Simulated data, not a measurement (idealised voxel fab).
Process module name: voxel trench capacitor
This is section cut - it's 225 nm across, gridded in 5 nm square cells.
Notation: cross-section as square-cell grid; stated in bands, top first, going down; one or more cell rows per band.
Read a band's entry like this: the first values are the height of its top and the height of its bottom in nm, and what follows is the sequence of materials from left to right, each with its width in nm. Note that "air" is empty space, and that a single material marked "everywhere" reaches across the band from edge to edge.
Heights are measured from 0, the level below which the as-received wafer is all one material; the lowest band has no bottom and continues downward, written as in "0 and below".
The notation "30 to 40" denotes a width that varies across the rows of cells in the band, beginning at the first number in the top row, finishing at the second number in the bottom row, and changing by an identical amount from each row to the next.
"stayed the same", as given for a step, is the statement that not any cell of the cross-section underwent a change during that step.
Enclosed voids (no open way to top), threshold 8 cells or more, entry "Closed internal voids", notation width x height at distance, distance from left edge, nm.
Post-settings text on a step line: simulator's own remark regarding the step.
For masked steps, "overlay nm" on the step line gives how far right of plan the mask actually lay; a minus sign means it lay to the left.

## The steps planned for the process are as follows
1: RECEIVE | material Si
2: CONFORMAL_DEP | material SiN | thk nm 10
3: PATTERN | tone open | mask id TRENCH | material resist | width nm 25 | pitch nm 50 | thk nm 20 | overlay nm 0
4: DIRECTIONAL_ETCH | etch materials SiN | depth nm 10
5: DIRECTIONAL_ETCH | etch materials Si | depth nm 30
6: STRIP | etch materials resist
7: CONFORMAL_DEP | material Al2O3 | thk nm 5
8: FILL_DEP | material polySi | thk nm 10
9: CMP | height nm 10

## So, the first of our two wafers, run just as we planned it

## Received-state cross-section, reflecting completion of step 1
	0 and below = Si everywhere
	Closed internal voids: none

## So this is the wafer cross-section right after step 2
	10 down to 0 = SiN everywhere
	Under 0: no change, same as before.

## So this is the wafer cross-section right after step 3
	30 down to 10 = resist (50), air (25), resist (25), air (25), resist (25), air (25), resist (50)
	Under 10: no change, same as before.

## So this is the wafer cross-section right after step 4
	30 down to 10 = resist (50), air (25), resist (25), air (25), resist (25), air (25), resist (50)
	10 down to 0 = SiN (50), air (25), SiN (25), air (25), SiN (25), air (25), SiN (50)
	Under 0: no change, same as before.

## So this is the wafer cross-section right after step 5
	30 down to 10 = resist (50), air (25), resist (25), air (25), resist (25), air (25), resist (50)
	10 down to 0 = SiN (50), air (25), SiN (25), air (25), SiN (25), air (25), SiN (50)
	0 down to -30 = Si (50), air (25), Si (25), air (25), Si (25), air (25), Si (50)
	Under -30: no change, same as before.

## So this is the wafer cross-section right after step 6
	10 down to 0 = SiN (50), air (25), SiN (25), air (25), SiN (25), air (25), SiN (50)
	Under 0: no change, same as before.

## So this is the wafer cross-section right after step 7
	15 down to 10 = Al2O3 (55), air (15), Al2O3 (35), air (15), Al2O3 (35), air (15), Al2O3 (55)
	10 down to 0 = SiN (50), Al2O3 (5), air (15), Al2O3 (5), SiN (25), Al2O3 (5), air (15), Al2O3 (5), SiN (25), Al2O3 (5), air (15), Al2O3 (5), SiN (50)
	0 down to -25 = Si (50), Al2O3 (5), air (15), Al2O3 (5), Si (25), Al2O3 (5), air (15), Al2O3 (5), Si (25), Al2O3 (5), air (15), Al2O3 (5), Si (50)
	-25 down to -30 = Si (50), Al2O3 (25), Si (25), Al2O3 (25), Si (25), Al2O3 (25), Si (50)
	Under -30: no change, same as before.

## So this is the wafer cross-section right after step 8
	25 down to 15 = polySi everywhere
	15 down to 10 = Al2O3 (55), polySi (15), Al2O3 (35), polySi (15), Al2O3 (35), polySi (15), Al2O3 (55)
	10 down to 0 = SiN (50), Al2O3 (5), polySi (15), Al2O3 (5), SiN (25), Al2O3 (5), polySi (15), Al2O3 (5), SiN (25), Al2O3 (5), polySi (15), Al2O3 (5), SiN (50)
	0 down to -25 = Si (50), Al2O3 (5), polySi (15), Al2O3 (5), Si (25), Al2O3 (5), polySi (15), Al2O3 (5), Si (25), Al2O3 (5), polySi (15), Al2O3 (5), Si (50)
	Under -25: no change, same as before.

## So this is the wafer cross-section right after step 9
	10 down to 0 = SiN (50), Al2O3 (5), polySi (15), Al2O3 (5), SiN (25), Al2O3 (5), polySi (15), Al2O3 (5), SiN (25), Al2O3 (5), polySi (15), Al2O3 (5), SiN (50)
	Under 0: no change, same as before.

## Second of two: same start, same plan, one run error; steps up to and including 2 match the first

## Cross-section of the second wafer corresponding to the planned conclusion of step 3
	30 down to 10 = resist (55), air (20), resist (30), air (20), resist (30), air (20), resist (50)
	Under 10: no change, same as before.

## Cross-section of the second wafer corresponding to the planned conclusion of step 4
	30 down to 10 = resist (55), air (20), resist (30), air (20), resist (30), air (20), resist (50)
	10 down to 0 = SiN (55), air (20), SiN (30), air (20), SiN (30), air (20), SiN (50)
	Under 0: no change, same as before.

## Cross-section of the second wafer corresponding to the planned conclusion of step 5
	30 down to 10 = resist (55), air (20), resist (30), air (20), resist (30), air (20), resist (50)
	10 down to 0 = SiN (55), air (20), SiN (30), air (20), SiN (30), air (20), SiN (50)
	0 down to -30 = Si (55), air (20), Si (30), air (20), Si (30), air (20), Si (50)
	Under -30: no change, same as before.

## Cross-section of the second wafer corresponding to the planned conclusion of step 6
	10 down to 0 = SiN (55), air (20), SiN (30), air (20), SiN (30), air (20), SiN (50)
	Under 0: no change, same as before.

## Cross-section of the second wafer corresponding to the planned conclusion of step 7
	15 down to 10 = Al2O3 (60), air (10), Al2O3 (40), air (10), Al2O3 (40), air (10), Al2O3 (55)
	10 down to 0 = SiN (55), Al2O3 (5), air (10), Al2O3 (5), SiN (30), Al2O3 (5), air (10), Al2O3 (5), SiN (30), Al2O3 (5), air (10), Al2O3 (5), SiN (50)
	0 down to -25 = Si (55), Al2O3 (5), air (10), Al2O3 (5), Si (30), Al2O3 (5), air (10), Al2O3 (5), Si (30), Al2O3 (5), air (10), Al2O3 (5), Si (50)
	-25 down to -30 = Si (55), Al2O3 (20), Si (30), Al2O3 (20), Si (30), Al2O3 (20), Si (50)
	Under -30: no change, same as before.

## Cross-section of the second wafer corresponding to the planned conclusion of step 8
	25 down to 15 = polySi everywhere
	15 down to 10 = Al2O3 (60), polySi (10), Al2O3 (40), polySi (10), Al2O3 (40), polySi (10), Al2O3 (55)
	10 down to 0 = SiN (55), Al2O3 (5), polySi (10), Al2O3 (5), SiN (30), Al2O3 (5), polySi (10), Al2O3 (5), SiN (30), Al2O3 (5), polySi (10), Al2O3 (5), SiN (50)
	0 down to -25 = Si (55), Al2O3 (5), polySi (10), Al2O3 (5), Si (30), Al2O3 (5), polySi (10), Al2O3 (5), Si (30), Al2O3 (5), polySi (10), Al2O3 (5), Si (50)
	Under -25: no change, same as before.

## Cross-section of the second wafer corresponding to the planned conclusion of step 9
	10 down to 0 = SiN (55), Al2O3 (5), polySi (10), Al2O3 (5), SiN (30), Al2O3 (5), polySi (10), Al2O3 (5), SiN (30), Al2O3 (5), polySi (10), Al2O3 (5), SiN (50)
	Under 0: no change, same as before.
what went wrong: the process deviated at step 3: the operation and settings actually run there were PATTERN | tone open | mask id TRENCH | material resist | width nm 20 | pitch nm 50 | thk nm 20 | overlay nm 0
End of process, cell counts, second wafer against first, materials with more or fewer: -3 Al2O3 | +18 Si | +6 SiN | -21 polySi
